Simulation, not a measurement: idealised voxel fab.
process module | voxel self aligned vias
cross-section cut | 250 nm wide | cells 5 nm
A cross-section is a grid of square cells, given in bands from the top down. A band is one or more rows of cells.
Each band's line starts with the height of the band's top and of its bottom, in nm. Then come its materials from left to right, each with its width in nm. One material with "throughout" fills the band from edge to edge. "air" is empty space.
Height 0 is the level under which the wafer as received is all one material. The lowest band goes on downwards, as in "0 down".
A width such as "30 to 40" changes by the same amount from each row of cells to the next, from the band's top row to its bottom row.
"no change" after a step means that no cell of the cross-section changed.
closed voids: empty space of 8 cells or more with no open way to the top, each as width x height at its distance from the left edge, in nm
after a step's settings: what the simulator itself notes on the step
overlay nm, on a step with a mask: how far to the right of its planned place the mask lay; to the left if negative
Each pair below shows a cross-section before one step and the cross-section after it, down to the lowest band that changed. The line under each pair gives the step between them, with its settings. The pairs can come from different runs of this module on the same starting wafer, so a pair continues from the pair above only where its "before" says so.
before
  0 down: Si throughout
  closed voids: none
after
  10 to 0: SiO2 throughout
  below 0: unchanged
  closed voids: none
the step between: op CONFORMAL_DEP | material SiO2 | thk nm 10
before: the cross-section after the pair above
after
  15 to 10: SiCN throughout
  below 10: unchanged
  closed voids: none
the step between: op CONFORMAL_DEP | material SiCN | thk nm 5
before: the cross-section after the pair above
after
  45 to 15: lowk throughout
  below 15: unchanged
  closed voids: none
the step between: op DIRECTIONAL_DEP | material lowk | thk nm 30
before: the cross-section after the pair above
after
  55 to 45: aC throughout
  below 45: unchanged
  closed voids: none
the step between: op DIRECTIONAL_DEP | material aC | thk nm 10
before: the cross-section after the pair above
after
  80 to 55: resist 80 | air 20 | resist 50 | air 20 | resist 80
  below 55: unchanged
  closed voids: none
the step between: op PATTERN | tone open | mask id LINES | material resist | width nm 20 | pitch nm 70 | thk nm 25 | overlay nm 0
before: the cross-section after the pair above
after
  70 to 55: resist 80 | air 20 | resist 50 | air 20 | resist 80
  55 to 45: aC 80 | air 20 | aC 50 | air 20 | aC 80
  below 45: unchanged
  closed voids: none
the step between: op DIRECTIONAL_ETCH | etch materials aC | depth nm 10
before: the cross-section after the pair above
after
  55 to 45: aC 80 | air 20 | aC 50 | air 20 | aC 80
  below 45: unchanged
  closed voids: none
the step between: op STRIP | etch materials resist
before: the cross-section after the pair above
after
  55 to 45: aC 80 | air 20 | aC 50 | air 20 | aC 80
  45 to 15: lowk 80 | air 20 | lowk 50 | air 20 | lowk 80
  below 15: unchanged
  closed voids: none
the step between: op DIRECTIONAL_ETCH | etch materials lowk | depth nm 30
before: the cross-section after the pair above
after
  45 to 15: lowk 80 | air 20 | lowk 50 | air 20 | lowk 80
  below 15: unchanged
  closed voids: none
the step between: op STRIP | etch materials aC
before: the cross-section after the pair above
after
  50 to 45: TiN 85 | air 10 | TiN 60 | air 10 | TiN 85
  45 to 20: lowk 80 | TiN 5 | air 10 | TiN 5 | lowk 50 | TiN 5 | air 10 | TiN 5 | lowk 80
  20 to 15: lowk 80 | TiN 20 | lowk 50 | TiN 20 | lowk 80
  below 15: unchanged
  closed voids: none
the step between: op CONFORMAL_DEP | material TiN | thk nm 5
before: the cross-section after the pair above
after
  60 to 50: Ru throughout
  50 to 45: TiN 85 | Ru 10 | TiN 60 | Ru 10 | TiN 85
  45 to 20: lowk 80 | TiN 5 | Ru 10 | TiN 5 | lowk 50 | TiN 5 | Ru 10 | TiN 5 | lowk 80
  below 20: unchanged
  closed voids: none
the step between: op FILL_DEP | material Ru | thk nm 10
before: the cross-section after the pair above
after
  45 to 20: lowk 80 | TiN 5 | Ru 10 | TiN 5 | lowk 50 | TiN 5 | Ru 10 | TiN 5 | lowk 80
  below 20: unchanged
  closed voids: none
the step between: op CMP | height nm 45
before: the cross-section after the pair above
after
  45 to 35: lowk 80 | air 20 | lowk 50 | air 20 | lowk 80
  below 35: unchanged
  closed voids: none
the step between: op SELECTIVE_ETCH | etch materials W Ru TiN | depth nm 10
before: the cross-section after the pair above
after
  55 to 45: SiN throughout
  45 to 35: lowk 80 | SiN 20 | lowk 50 | SiN 20 | lowk 80
  below 35: unchanged
  closed voids: none
the step between: op FILL_DEP | material SiN | thk nm 10
before: the cross-section after the pair above
after
  45 to 35: lowk 80 | SiN 20 | lowk 50 | SiN 20 | lowk 80
  below 35: unchanged
  closed voids: none
the step between: op CMP | height nm 45
before: the cross-section after the pair above
after
  60 to 45: lowk throughout
  below 45: unchanged
  closed voids: none
the step between: op DIRECTIONAL_DEP | material lowk | thk nm 15
before: the cross-section after the pair above
after
  70 to 60: aC throughout
  below 60: unchanged
  closed voids: none
the step between: op DIRECTIONAL_DEP | material aC | thk nm 10
before: the cross-section after the pair above
after
  95 to 70: resist 70 | air 40 | resist 30 | air 40 | resist 70
  below 70: unchanged
  closed voids: none
the step between: op PATTERN | tone open | mask id VIAS | material resist | width nm 40 | pitch nm 70 | thk nm 25 | overlay nm 0
before: the cross-section after the pair above
after
  85 to 70: resist 70 | air 40 | resist 30 | air 40 | resist 70
  70 to 60: aC 70 | air 40 | aC 30 | air 40 | aC 70
  below 60: unchanged
  closed voids: none
the step between: op DIRECTIONAL_ETCH | etch materials aC | depth nm 10
before: the cross-section after the pair above
after
  70 to 60: aC 70 | air 40 | aC 30 | air 40 | aC 70
  below 60: unchanged
  closed voids: none
the step between: op STRIP | etch materials resist
before: the cross-section after the pair above
after
  70 to 60: aC 70 | air 40 | aC 30 | air 40 | aC 70
  60 to 45: lowk 70 | air 40 | lowk 30 | air 40 | lowk 70
  below 45: unchanged
  closed voids: none
the step between: op DIRECTIONAL_ETCH | etch materials lowk | depth nm 15
before: the cross-section after the pair above
after
  70 to 60: aC 70 | air 40 | aC 30 | air 40 | aC 70
  60 to 45: lowk 70 | air 40 | lowk 30 | air 40 | lowk 70
  45 to 35: lowk 80 | air 20 | lowk 50 | air 20 | lowk 80
  below 35: unchanged
  closed voids: none
the step between: op DIRECTIONAL_ETCH | etch materials SiN | depth nm 10
before: the cross-section after the pair above
after
  60 to 45: lowk 70 | air 40 | lowk 30 | air 40 | lowk 70
  below 45: unchanged
  closed voids: none
the step between: op STRIP | etch materials aC
before: the cross-section after the pair above
after
  65 to 60: TiN 75 | air 30 | TiN 40 | air 30 | TiN 75
  60 to 50: lowk 70 | TiN 5 | air 30 | TiN 5 | lowk 30 | TiN 5 | air 30 | TiN 5 | lowk 70
  50 to 40: lowk 70 to 80 | TiN 15 to 5 | air 10 | TiN 15 to 5 | lowk 30 to 50 | TiN 15 to 5 | air 10 | TiN 15 to 5 | lowk 70 to 80
  40 to 35: lowk 80 | TiN 20 | lowk 50 | TiN 20 | lowk 80
  below 35: unchanged
  closed voids: none
the step between: op CONFORMAL_DEP | material TiN | thk nm 5
before: the cross-section after the pair above
after
  70 to 65: Ru throughout
  65 to 60: TiN 75 | Ru 30 | TiN 40 | Ru 30 | TiN 75
  60 to 50: lowk 70 | TiN 5 | Ru 30 | TiN 5 | lowk 30 | TiN 5 | Ru 30 | TiN 5 | lowk 70
  50 to 40: lowk 70 to 80 | TiN 15 to 5 | Ru 10 | TiN 15 to 5 | lowk 30 to 50 | TiN 15 to 5 | Ru 10 | TiN 15 to 5 | lowk 70 to 80
  below 40: unchanged
  closed voids: none
the step between: op FILL_DEP | material Ru | thk nm 5
before: the cross-section after the pair above
after
  60 to 50: lowk 70 | TiN 5 | Ru 30 | TiN 5 | lowk 30 | TiN 5 | Ru 30 | TiN 5 | lowk 70
  below 50: unchanged
  closed voids: none
the step between: op CMP | height nm 60
before: the cross-section after the pair above
after
  65 to 60: SiCN throughout
  below 60: unchanged
  closed voids: none
the step between: op CONFORMAL_DEP | material SiCN | thk nm 5
before
  10 to 0: SiO2 throughout
  0 down: Si throughout
  closed voids: none
after
  40 to 10: lowk throughout
  below 10: unchanged
  closed voids: none
the step between: op DIRECTIONAL_DEP | material lowk | thk nm 30
before: the cross-section after the pair above
after
  50 to 40: aC throughout
  below 40: unchanged
  closed voids: none
the step between: op DIRECTIONAL_DEP | material aC | thk nm 10
before: the cross-section after the pair above
after
  75 to 50: resist 80 | air 20 | resist 50 | air 20 | resist 80
  below 50: unchanged
  closed voids: none
the step between: op PATTERN | tone open | mask id LINES | material resist | width nm 20 | pitch nm 70 | thk nm 25 | overlay nm 0
before: the cross-section after the pair above
after
  65 to 50: resist 80 | air 20 | resist 50 | air 20 | resist 80
  50 to 40: aC 80 | air 20 | aC 50 | air 20 | aC 80
  below 40: unchanged
  closed voids: none
the step between: op DIRECTIONAL_ETCH | etch materials aC | depth nm 10
before: the cross-section after the pair above
after
  50 to 40: aC 80 | air 20 | aC 50 | air 20 | aC 80
  below 40: unchanged
  closed voids: none
the step between: op STRIP | etch materials resist
before: the cross-section after the pair above
after
  50 to 40: aC 80 | air 20 | aC 50 | air 20 | aC 80
  40 to 10: lowk 80 | air 20 | lowk 50 | air 20 | lowk 80
  below 10: unchanged
  closed voids: none
the step between: op DIRECTIONAL_ETCH | etch materials lowk | depth nm 30
before: the cross-section after the pair above
after
  40 to 10: lowk 80 | air 20 | lowk 50 | air 20 | lowk 80
  below 10: unchanged
  closed voids: none
the step between: op STRIP | etch materials aC
before: the cross-section after the pair above
after
  45 to 40: TiN 85 | air 10 | TiN 60 | air 10 | TiN 85
  40 to 15: lowk 80 | TiN 5 | air 10 | TiN 5 | lowk 50 | TiN 5 | air 10 | TiN 5 | lowk 80
  15 to 10: lowk 80 | TiN 20 | lowk 50 | TiN 20 | lowk 80
  below 10: unchanged
  closed voids: none
the step between: op CONFORMAL_DEP | material TiN | thk nm 5
before: the cross-section after the pair above
after
  55 to 45: Ru throughout
  45 to 40: TiN 85 | Ru 10 | TiN 60 | Ru 10 | TiN 85
  40 to 15: lowk 80 | TiN 5 | Ru 10 | TiN 5 | lowk 50 | TiN 5 | Ru 10 | TiN 5 | lowk 80
  below 15: unchanged
  closed voids: none
the step between: op FILL_DEP | material Ru | thk nm 10
before: the cross-section after the pair above
after
  45 to 40: TiN 85 | Ru 10 | TiN 60 | Ru 10 | TiN 85
  below 40: unchanged
  closed voids: none
the step between: op CMP | height nm 45
before: the cross-section after the pair above
after
  40 to 35: lowk 80 | air 20 | lowk 50 | air 20 | lowk 80
  below 35: unchanged
  closed voids: none
the step between: op SELECTIVE_ETCH | etch materials W Ru TiN | depth nm 10
before: the cross-section after the pair above
after
  50 to 40: SiN throughout
  40 to 35: lowk 80 | SiN 20 | lowk 50 | SiN 20 | lowk 80
  below 35: unchanged
  closed voids: none
the step between: op FILL_DEP | material SiN | thk nm 10
before: the cross-section after the pair above
after
  45 to 40: SiN throughout
  below 40: unchanged
  closed voids: none
the step between: op CMP | height nm 45
before: the cross-section after the pair above
after
  60 to 45: lowk throughout
  below 45: unchanged
  closed voids: none
the step between: op DIRECTIONAL_DEP | material lowk | thk nm 15
before: the cross-section after the pair above
after
  70 to 60: aC throughout
  below 60: unchanged
  closed voids: none
the step between: op DIRECTIONAL_DEP | material aC | thk nm 10
before: the cross-section after the pair above
after
  95 to 70: resist 70 | air 40 | resist 30 | air 40 | resist 70
  below 70: unchanged
  closed voids: none
the step between: op PATTERN | tone open | mask id VIAS | material resist | width nm 40 | pitch nm 70 | thk nm 25 | overlay nm 0
before: the cross-section after the pair above
after
  85 to 70: resist 70 | air 40 | resist 30 | air 40 | resist 70
  70 to 60: aC 70 | air 40 | aC 30 | air 40 | aC 70
  below 60: unchanged
  closed voids: none
the step between: op DIRECTIONAL_ETCH | etch materials aC | depth nm 10
before: the cross-section after the pair above
after
  70 to 60: aC 70 | air 40 | aC 30 | air 40 | aC 70
  below 60: unchanged
  closed voids: none
the step between: op STRIP | etch materials resist
before: the cross-section after the pair above
after
  70 to 60: aC 70 | air 40 | aC 30 | air 40 | aC 70
  60 to 45: lowk 70 | air 40 | lowk 30 | air 40 | lowk 70
  below 45: unchanged
  closed voids: none
the step between: op DIRECTIONAL_ETCH | etch materials lowk | depth nm 15
before: the cross-section after the pair above
after
  70 to 60: aC 70 | air 40 | aC 30 | air 40 | aC 70
  60 to 45: lowk 70 | air 40 | lowk 30 | air 40 | lowk 70
  45 to 40: SiN 70 | air 40 | SiN 30 | air 40 | SiN 70
  40 to 35: lowk 80 | air 20 | lowk 50 | air 20 | lowk 80
  below 35: unchanged
  closed voids: none
the step between: op DIRECTIONAL_ETCH | etch materials SiN | depth nm 10
before: the cross-section after the pair above
after
  60 to 45: lowk 70 | air 40 | lowk 30 | air 40 | lowk 70
  below 45: unchanged
  closed voids: none
the step between: op STRIP | etch materials aC
before: the cross-section after the pair above
after
  65 to 60: TiN 75 | air 30 | TiN 40 | air 30 | TiN 75
  60 to 45: lowk 70 | TiN 5 | air 30 | TiN 5 | lowk 30 | TiN 5 | air 30 | TiN 5 | lowk 70
  45 to 40: SiN 70 | TiN 15 | air 10 | TiN 15 | SiN 30 | TiN 15 | air 10 | TiN 15 | SiN 70
  40 to 35: lowk 80 | TiN 20 | lowk 50 | TiN 20 | lowk 80
  below 35: unchanged
  closed voids: none
the step between: op CONFORMAL_DEP | material TiN | thk nm 5
before: the cross-section after the pair above
after
  70 to 65: Ru throughout
  65 to 60: TiN 75 | Ru 30 | TiN 40 | Ru 30 | TiN 75
  60 to 45: lowk 70 | TiN 5 | Ru 30 | TiN 5 | lowk 30 | TiN 5 | Ru 30 | TiN 5 | lowk 70
  45 to 40: SiN 70 | TiN 15 | Ru 10 | TiN 15 | SiN 30 | TiN 15 | Ru 10 | TiN 15 | SiN 70
  below 40: unchanged
  closed voids: none
the step between: op FILL_DEP | material Ru | thk nm 5
before: the cross-section after the pair above
after
  60 to 45: lowk 70 | TiN 5 | Ru 30 | TiN 5 | lowk 30 | TiN 5 | Ru 30 | TiN 5 | lowk 70
  below 45: unchanged
  closed voids: none
the step between: op CMP | height nm 60
before: the cross-section after the pair above
after
  65 to 60: SiCN throughout
  below 60: unchanged
  closed voids: none
the step between: op CONFORMAL_DEP | material SiCN | thk nm 5
before
  70 to 60: aC 70 | air 40 | aC 30 | air 40 | aC 70
  60 to 45: lowk 70 | air 40 | lowk 30 | air 40 | lowk 70
  45 to 35: lowk 80 | SiN 20 | lowk 50 | SiN 20 | lowk 80
  35 to 20: lowk 80 | TiN 5 | Ru 10 | TiN 5 | lowk 50 | TiN 5 | Ru 10 | TiN 5 | lowk 80
  20 to 15: lowk 80 | TiN 20 | lowk 50 | TiN 20 | lowk 80
  15 to 10: SiCN throughout
  10 to 0: SiO2 throughout
  0 down: Si throughout
  closed voids: none
after
  70 to 60: aC 70 | air 40 | aC 30 | air 40 | aC 70
  60 to 45: lowk 70 | air 40 | lowk 30 | air 40 | lowk 70
  45 to 35: lowk 70 | air 10 | SiN 20 | air 10 | lowk 30 | air 10 | SiN 20 | air 10 | lowk 70
  35 to 30: lowk 70 | air 10 | TiN 5 | Ru 10 | TiN 5 | air 10 | lowk 30 | air 10 | TiN 5 | Ru 10 | TiN 5 | air 10 | lowk 70
  below 30: unchanged
  closed voids: none
the step between: op DIRECTIONAL_ETCH | etch materials lowk | depth nm 15
before: the cross-section after the pair above
after
  70 to 60: aC 70 | air 40 | aC 30 | air 40 | aC 70
  60 to 35: lowk 70 | air 40 | lowk 30 | air 40 | lowk 70
  below 35: unchanged
  closed voids: none
the step between: op DIRECTIONAL_ETCH | etch materials SiN | depth nm 10
before: the cross-section after the pair above
after
  60 to 35: lowk 70 | air 40 | lowk 30 | air 40 | lowk 70
  below 35: unchanged
  closed voids: none
the step between: op STRIP | etch materials aC
before: the cross-section after the pair above
after
  65 to 60: TiN 75 | air 30 | TiN 40 | air 30 | TiN 75
  60 to 40: lowk 70 | TiN 5 | air 30 | TiN 5 | lowk 30 | TiN 5 | air 30 | TiN 5 | lowk 70
  40 to 35: lowk 70 | TiN 40 | lowk 30 | TiN 40 | lowk 70
  35 to 30: lowk 70 | TiN 15 | Ru 10 | TiN 15 | lowk 30 | TiN 15 | Ru 10 | TiN 15 | lowk 70
  below 30: unchanged
  closed voids: none
the step between: op CONFORMAL_DEP | material TiN | thk nm 5
before: the cross-section after the pair above
after
  70 to 65: Ru throughout
  65 to 60: TiN 75 | Ru 30 | TiN 40 | Ru 30 | TiN 75
  60 to 40: lowk 70 | TiN 5 | Ru 30 | TiN 5 | lowk 30 | TiN 5 | Ru 30 | TiN 5 | lowk 70
  below 40: unchanged
  closed voids: none
the step between: op FILL_DEP | material Ru | thk nm 5
before: the cross-section after the pair above
after
  60 to 40: lowk 70 | TiN 5 | Ru 30 | TiN 5 | lowk 30 | TiN 5 | Ru 30 | TiN 5 | lowk 70
  below 40: unchanged
  closed voids: none
the step between: op CMP | height nm 60
before: the cross-section after the pair above
after
  65 to 60: SiCN throughout
  below 60: unchanged
  closed voids: none
the step between: op CONFORMAL_DEP | material SiCN | thk nm 5
before
  0 down: Si throughout
  closed voids: none
after
  5 to 0: SiCN throughout
  below 0: unchanged
  closed voids: none
the step between: op CONFORMAL_DEP | material SiCN | thk nm 5
before: the cross-section after the pair above
after
  15 to 5: SiO2 throughout
  below 5: unchanged
  closed voids: none
the step between: op CONFORMAL_DEP | material SiO2 | thk nm 10
before: the cross-section after the pair above
after
  45 to 15: lowk throughout
  below 15: unchanged
  closed voids: none
the step between: op DIRECTIONAL_DEP | material lowk | thk nm 30
before: the cross-section after the pair above
after
  55 to 45: aC throughout
  below 45: unchanged
  closed voids: none
the step between: op DIRECTIONAL_DEP | material aC | thk nm 10
before: the cross-section after the pair above
after
  80 to 55: resist 80 | air 20 | resist 50 | air 20 | resist 80
  below 55: unchanged
  closed voids: none
the step between: op PATTERN | tone open | mask id LINES | material resist | width nm 20 | pitch nm 70 | thk nm 25 | overlay nm 0
before: the cross-section after the pair above
after
  70 to 55: resist 80 | air 20 | resist 50 | air 20 | resist 80
  55 to 45: aC 80 | air 20 | aC 50 | air 20 | aC 80
  below 45: unchanged
  closed voids: none
the step between: op DIRECTIONAL_ETCH | etch materials aC | depth nm 10
before: the cross-section after the pair above
after
  55 to 45: aC 80 | air 20 | aC 50 | air 20 | aC 80
  below 45: unchanged
  closed voids: none
the step between: op STRIP | etch materials resist
before: the cross-section after the pair above
after
  55 to 45: aC 80 | air 20 | aC 50 | air 20 | aC 80
  45 to 15: lowk 80 | air 20 | lowk 50 | air 20 | lowk 80
  below 15: unchanged
  closed voids: none
the step between: op DIRECTIONAL_ETCH | etch materials lowk | depth nm 30
before: the cross-section after the pair above
after
  45 to 15: lowk 80 | air 20 | lowk 50 | air 20 | lowk 80
  below 15: unchanged
  closed voids: none
the step between: op STRIP | etch materials aC
before: the cross-section after the pair above
after
  50 to 45: TiN 85 | air 10 | TiN 60 | air 10 | TiN 85
  45 to 20: lowk 80 | TiN 5 | air 10 | TiN 5 | lowk 50 | TiN 5 | air 10 | TiN 5 | lowk 80
  20 to 15: lowk 80 | TiN 20 | lowk 50 | TiN 20 | lowk 80
  below 15: unchanged
  closed voids: none
the step between: op CONFORMAL_DEP | material TiN | thk nm 5
before: the cross-section after the pair above
after
  60 to 50: Ru throughout
  50 to 45: TiN 85 | Ru 10 | TiN 60 | Ru 10 | TiN 85
  45 to 20: lowk 80 | TiN 5 | Ru 10 | TiN 5 | lowk 50 | TiN 5 | Ru 10 | TiN 5 | lowk 80
  below 20: unchanged
  closed voids: none
the step between: op FILL_DEP | material Ru | thk nm 10
before: the cross-section after the pair above
after
  45 to 20: lowk 80 | TiN 5 | Ru 10 | TiN 5 | lowk 50 | TiN 5 | Ru 10 | TiN 5 | lowk 80
  below 20: unchanged
  closed voids: none
the step between: op CMP | height nm 45
before: the cross-section after the pair above
after
  45 to 35: lowk 80 | air 20 | lowk 50 | air 20 | lowk 80
  below 35: unchanged
  closed voids: none
the step between: op SELECTIVE_ETCH | etch materials W Ru TiN | depth nm 10
before: the cross-section after the pair above
after
  55 to 45: SiN throughout
  45 to 35: lowk 80 | SiN 20 | lowk 50 | SiN 20 | lowk 80
  below 35: unchanged
  closed voids: none
the step between: op FILL_DEP | material SiN | thk nm 10
before: the cross-section after the pair above
after
  45 to 35: lowk 80 | SiN 20 | lowk 50 | SiN 20 | lowk 80
  below 35: unchanged
  closed voids: none
the step between: op CMP | height nm 45
before: the cross-section after the pair above
after
  60 to 45: lowk throughout
  below 45: unchanged
  closed voids: none
the step between: op DIRECTIONAL_DEP | material lowk | thk nm 15
before: the cross-section after the pair above
after
  70 to 60: aC throughout
  below 60: unchanged
  closed voids: none
the step between: op DIRECTIONAL_DEP | material aC | thk nm 10
before: the cross-section after the pair above
after
  95 to 70: resist 70 | air 40 | resist 30 | air 40 | resist 70
  below 70: unchanged
  closed voids: none
the step between: op PATTERN | tone open | mask id VIAS | material resist | width nm 40 | pitch nm 70 | thk nm 25 | overlay nm 0
before: the cross-section after the pair above
after
  85 to 70: resist 70 | air 40 | resist 30 | air 40 | resist 70
  70 to 60: aC 70 | air 40 | aC 30 | air 40 | aC 70
  below 60: unchanged
  closed voids: none
the step between: op DIRECTIONAL_ETCH | etch materials aC | depth nm 10
before: the cross-section after the pair above
after
  70 to 60: aC 70 | air 40 | aC 30 | air 40 | aC 70
  below 60: unchanged
  closed voids: none
the step between: op STRIP | etch materials resist
before: the cross-section after the pair above
after
  70 to 60: aC 70 | air 40 | aC 30 | air 40 | aC 70
  60 to 45: lowk 70 | air 40 | lowk 30 | air 40 | lowk 70
  below 45: unchanged
  closed voids: none
the step between: op DIRECTIONAL_ETCH | etch materials lowk | depth nm 15
before: the cross-section after the pair above
after
  70 to 60: aC 70 | air 40 | aC 30 | air 40 | aC 70
  60 to 45: lowk 70 | air 40 | lowk 30 | air 40 | lowk 70
  45 to 35: lowk 80 | air 20 | lowk 50 | air 20 | lowk 80
  below 35: unchanged
  closed voids: none
the step between: op DIRECTIONAL_ETCH | etch materials SiN | depth nm 10
before: the cross-section after the pair above
after
  60 to 45: lowk 70 | air 40 | lowk 30 | air 40 | lowk 70
  below 45: unchanged
  closed voids: none
the step between: op STRIP | etch materials aC
before: the cross-section after the pair above
after
  65 to 60: TiN 75 | air 30 | TiN 40 | air 30 | TiN 75
  60 to 50: lowk 70 | TiN 5 | air 30 | TiN 5 | lowk 30 | TiN 5 | air 30 | TiN 5 | lowk 70
  50 to 40: lowk 70 to 80 | TiN 15 to 5 | air 10 | TiN 15 to 5 | lowk 30 to 50 | TiN 15 to 5 | air 10 | TiN 15 to 5 | lowk 70 to 80
  40 to 35: lowk 80 | TiN 20 | lowk 50 | TiN 20 | lowk 80
  below 35: unchanged
  closed voids: none
the step between: op CONFORMAL_DEP | material TiN | thk nm 5
before: the cross-section after the pair above
after
  70 to 65: Ru throughout
  65 to 60: TiN 75 | Ru 30 | TiN 40 | Ru 30 | TiN 75
  60 to 50: lowk 70 | TiN 5 | Ru 30 | TiN 5 | lowk 30 | TiN 5 | Ru 30 | TiN 5 | lowk 70
  50 to 40: lowk 70 to 80 | TiN 15 to 5 | Ru 10 | TiN 15 to 5 | lowk 30 to 50 | TiN 15 to 5 | Ru 10 | TiN 15 to 5 | lowk 70 to 80
  below 40: unchanged
  closed voids: none
the step between: op FILL_DEP | material Ru | thk nm 5
before: the cross-section after the pair above
after
  60 to 50: lowk 70 | TiN 5 | Ru 30 | TiN 5 | lowk 30 | TiN 5 | Ru 30 | TiN 5 | lowk 70
  below 50: unchanged
  closed voids: none
the step between: op CMP | height nm 60
before: the cross-section after the pair above
after
  65 to 60: SiCN throughout
  below 60: unchanged
  closed voids: none
the step between: op CONFORMAL_DEP | material SiCN | thk nm 5
before
  70 to 65: Ru throughout
  65 to 60: TiN 75 | Ru 30 | TiN 40 | Ru 30 | TiN 75
  60 to 50: lowk 70 | TiN 5 | Ru 30 | TiN 5 | lowk 30 | TiN 5 | Ru 30 | TiN 5 | lowk 70
  50 to 40: lowk 70 to 80 | TiN 15 to 5 | Ru 10 | TiN 15 to 5 | lowk 30 to 50 | TiN 15 to 5 | Ru 10 | TiN 15 to 5 | lowk 70 to 80
  40 to 35: lowk 80 | TiN 20 | lowk 50 | TiN 20 | lowk 80
  35 to 20: lowk 80 | TiN 5 | Ru 10 | TiN 5 | lowk 50 | TiN 5 | Ru 10 | TiN 5 | lowk 80
  20 to 15: lowk 80 | TiN 20 | lowk 50 | TiN 20 | lowk 80
  15 to 10: SiCN throughout
  10 to 0: SiO2 throughout
  0 down: Si throughout
  closed voids: none
after
  50 to 40: lowk 70 to 80 | TiN 15 to 5 | Ru 10 | TiN 15 to 5 | lowk 30 to 50 | TiN 15 to 5 | Ru 10 | TiN 15 to 5 | lowk 70 to 80
  below 40: unchanged
  closed voids: none
the step between: op CMP | height nm 50
before: the cross-section after the pair above
after
  55 to 50: SiCN throughout
  below 50: unchanged
  closed voids: none
the step between: op CONFORMAL_DEP | material SiCN | thk nm 5
before
  55 to 45: aC throughout
  45 to 15: lowk throughout
  15 to 10: SiCN throughout
  10 to 0: SiO2 throughout
  0 down: Si throughout
  closed voids: none
after
  80 to 55: resist 75 | air 30 | resist 40 | air 30 | resist 75
  below 55: unchanged
  closed voids: none
the step between: op PATTERN | tone open | mask id LINES | material resist | width nm 30 | pitch nm 70 | thk nm 25 | overlay nm 0
before: the cross-section after the pair above
after
  70 to 55: resist 75 | air 30 | resist 40 | air 30 | resist 75
  55 to 45: aC 75 | air 30 | aC 40 | air 30 | aC 75
  below 45: unchanged
  closed voids: none
the step between: op DIRECTIONAL_ETCH | etch materials aC | depth nm 10
before: the cross-section after the pair above
after
  55 to 45: aC 75 | air 30 | aC 40 | air 30 | aC 75
  below 45: unchanged
  closed voids: none
the step between: op STRIP | etch materials resist
before: the cross-section after the pair above
after
  55 to 45: aC 75 | air 30 | aC 40 | air 30 | aC 75
  45 to 15: lowk 75 | air 30 | lowk 40 | air 30 | lowk 75
  below 15: unchanged
  closed voids: none
the step between: op DIRECTIONAL_ETCH | etch materials lowk | depth nm 30
before: the cross-section after the pair above
after
  45 to 15: lowk 75 | air 30 | lowk 40 | air 30 | lowk 75
  below 15: unchanged
  closed voids: none
the step between: op STRIP | etch materials aC
before: the cross-section after the pair above
after
  50 to 45: TiN 80 | air 20 | TiN 50 | air 20 | TiN 80
  45 to 20: lowk 75 | TiN 5 | air 20 | TiN 5 | lowk 40 | TiN 5 | air 20 | TiN 5 | lowk 75
  20 to 15: lowk 75 | TiN 30 | lowk 40 | TiN 30 | lowk 75
  below 15: unchanged
  closed voids: none
the step between: op CONFORMAL_DEP | material TiN | thk nm 5
before: the cross-section after the pair above
after
  60 to 50: Ru throughout
  50 to 45: TiN 80 | Ru 20 | TiN 50 | Ru 20 | TiN 80
  45 to 20: lowk 75 | TiN 5 | Ru 20 | TiN 5 | lowk 40 | TiN 5 | Ru 20 | TiN 5 | lowk 75
  below 20: unchanged
  closed voids: none
the step between: op FILL_DEP | material Ru | thk nm 10
before: the cross-section after the pair above
after
  45 to 20: lowk 75 | TiN 5 | Ru 20 | TiN 5 | lowk 40 | TiN 5 | Ru 20 | TiN 5 | lowk 75
  below 20: unchanged
  closed voids: none
the step between: op CMP | height nm 45
before: the cross-section after the pair above
after
  45 to 35: lowk 75 | air 30 | lowk 40 | air 30 | lowk 75
  below 35: unchanged
  closed voids: none
the step between: op SELECTIVE_ETCH | etch materials W Ru TiN | depth nm 10
before: the cross-section after the pair above
after
  55 to 45: SiN throughout
  45 to 35: lowk 75 | SiN 30 | lowk 40 | SiN 30 | lowk 75
  below 35: unchanged
  closed voids: none
the step between: op FILL_DEP | material SiN | thk nm 10
before: the cross-section after the pair above
after
  45 to 35: lowk 75 | SiN 30 | lowk 40 | SiN 30 | lowk 75
  below 35: unchanged
  closed voids: none
the step between: op CMP | height nm 45
before: the cross-section after the pair above
after
  60 to 45: lowk throughout
  below 45: unchanged
  closed voids: none
the step between: op DIRECTIONAL_DEP | material lowk | thk nm 15
before: the cross-section after the pair above
after
  70 to 60: aC throughout
  below 60: unchanged
  closed voids: none
the step between: op DIRECTIONAL_DEP | material aC | thk nm 10
before: the cross-section after the pair above
after
  95 to 70: resist 70 | air 40 | resist 30 | air 40 | resist 70
  below 70: unchanged
  closed voids: none
the step between: op PATTERN | tone open | mask id VIAS | material resist | width nm 40 | pitch nm 70 | thk nm 25 | overlay nm 0
before: the cross-section after the pair above
after
  85 to 70: resist 70 | air 40 | resist 30 | air 40 | resist 70
  70 to 60: aC 70 | air 40 | aC 30 | air 40 | aC 70
  below 60: unchanged
  closed voids: none
the step between: op DIRECTIONAL_ETCH | etch materials aC | depth nm 10
before: the cross-section after the pair above
after
  70 to 60: aC 70 | air 40 | aC 30 | air 40 | aC 70
  below 60: unchanged
  closed voids: none
the step between: op STRIP | etch materials resist
before: the cross-section after the pair above
after
  70 to 60: aC 70 | air 40 | aC 30 | air 40 | aC 70
  60 to 45: lowk 70 | air 40 | lowk 30 | air 40 | lowk 70
  below 45: unchanged
  closed voids: none
the step between: op DIRECTIONAL_ETCH | etch materials lowk | depth nm 15
before: the cross-section after the pair above
after
  70 to 60: aC 70 | air 40 | aC 30 | air 40 | aC 70
  60 to 45: lowk 70 | air 40 | lowk 30 | air 40 | lowk 70
  45 to 35: lowk 75 | air 30 | lowk 40 | air 30 | lowk 75
  below 35: unchanged
  closed voids: none
the step between: op DIRECTIONAL_ETCH | etch materials SiN | depth nm 10
before: the cross-section after the pair above
after
  60 to 45: lowk 70 | air 40 | lowk 30 | air 40 | lowk 70
  below 45: unchanged
  closed voids: none
the step between: op STRIP | etch materials aC
before: the cross-section after the pair above
after
  65 to 60: TiN 75 | air 30 | TiN 40 | air 30 | TiN 75
  60 to 50: lowk 70 | TiN 5 | air 30 | TiN 5 | lowk 30 | TiN 5 | air 30 | TiN 5 | lowk 70
  50 to 40: lowk 70 to 75 | TiN 10 to 5 | air 20 | TiN 10 to 5 | lowk 30 to 40 | TiN 10 to 5 | air 20 | TiN 10 to 5 | lowk 70 to 75
  40 to 35: lowk 75 | TiN 30 | lowk 40 | TiN 30 | lowk 75
  below 35: unchanged
  closed voids: none
the step between: op CONFORMAL_DEP | material TiN | thk nm 5
